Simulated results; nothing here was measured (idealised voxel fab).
process module | voxel self aligned contacts
cross-section cut | 230 nm wide | cells 5 nm
A cross-section is a grid of square cells, given in bands from the top down. A band is one or more rows of cells.
Each band's line starts with the height of the band's top and of its bottom, in nm. Then come its materials from left to right, each with its width in nm. One material with "throughout" fills the band from edge to edge. "air" is empty space.
Height 0 is the level under which the wafer as received is all one material. The lowest band goes on downwards, as in "0 down".
A width such as "30 to 40" changes by the same amount from each row of cells to the next, from the band's top row to its bottom row.
"no change" after a step means that no cell of the cross-section changed.
closed voids: empty space of 8 cells or more with no open way to the top, each as width x height at its distance from the left edge, in nm
after a step's settings: what the simulator itself notes on the step
overlay nm, on a step with a mask: how far to the right of its planned place the mask lay; to the left if negative
plan
1 op RECEIVE | material Si
2 op OXIDIZE | depth nm 5
3 op DIRECTIONAL_DEP | material polySi | thk nm 25
4 op DIRECTIONAL_DEP | material SiN | thk nm 20
5 op PATTERN | tone cover | mask id GATE | material resist | width nm 35 | pitch nm 70 | thk nm 15 | overlay nm 0
6 op DIRECTIONAL_ETCH | etch materials SiN | depth nm 20
7 op DIRECTIONAL_ETCH | etch materials polySi | depth nm 25
8 op STRIP | etch materials resist
9 op CONFORMAL_DEP | material SiN | thk nm 5
10 op DIRECTIONAL_ETCH | etch materials SiN | depth nm 5
11 op FILL_DEP | material SiO2 | thk nm 15
12 op CMP | height nm 50
13 op MASKED_ETCH | tone open | mask id CONTACT | width nm 55 | etch materials SiO2 | depth nm 55 | overlay nm 0
14 op CONFORMAL_DEP | material TiN | thk nm 5
15 op FILL_DEP | material Ru | thk nm 10
16 op CMP | height nm 50
17 op CONFORMAL_DEP | material SiCN | thk nm 5
as received, after step 1
  0 down: Si throughout
  closed voids: none
a wafer at the end: this start, this plan, one mistake
  55 to 50: SiCN throughout
  50 to 45: SiO2 85 | TiN 15 | Ru 15 | TiN 25 | SiO2 90
  45 to 25: SiO2 50 | SiN 45 | TiN 5 | Ru 15 | TiN 5 | SiN 45 | SiO2 65
  25 to 0: SiO2 50 | SiN 5 | polySi 35 | SiN 5 | TiN 5 | Ru 15 | TiN 5 | SiN 5 | polySi 35 | SiN 5 | SiO2 65
  0 to -5: SiO2 95 | TiN 25 | SiO2 110
  -5 down: Si throughout
  closed voids: none
what went wrong: step 5 ran as: op PATTERN | tone cover | mask id GATE | material resist | width nm 35 | pitch nm 70 | thk nm 15 | overlay nm -5
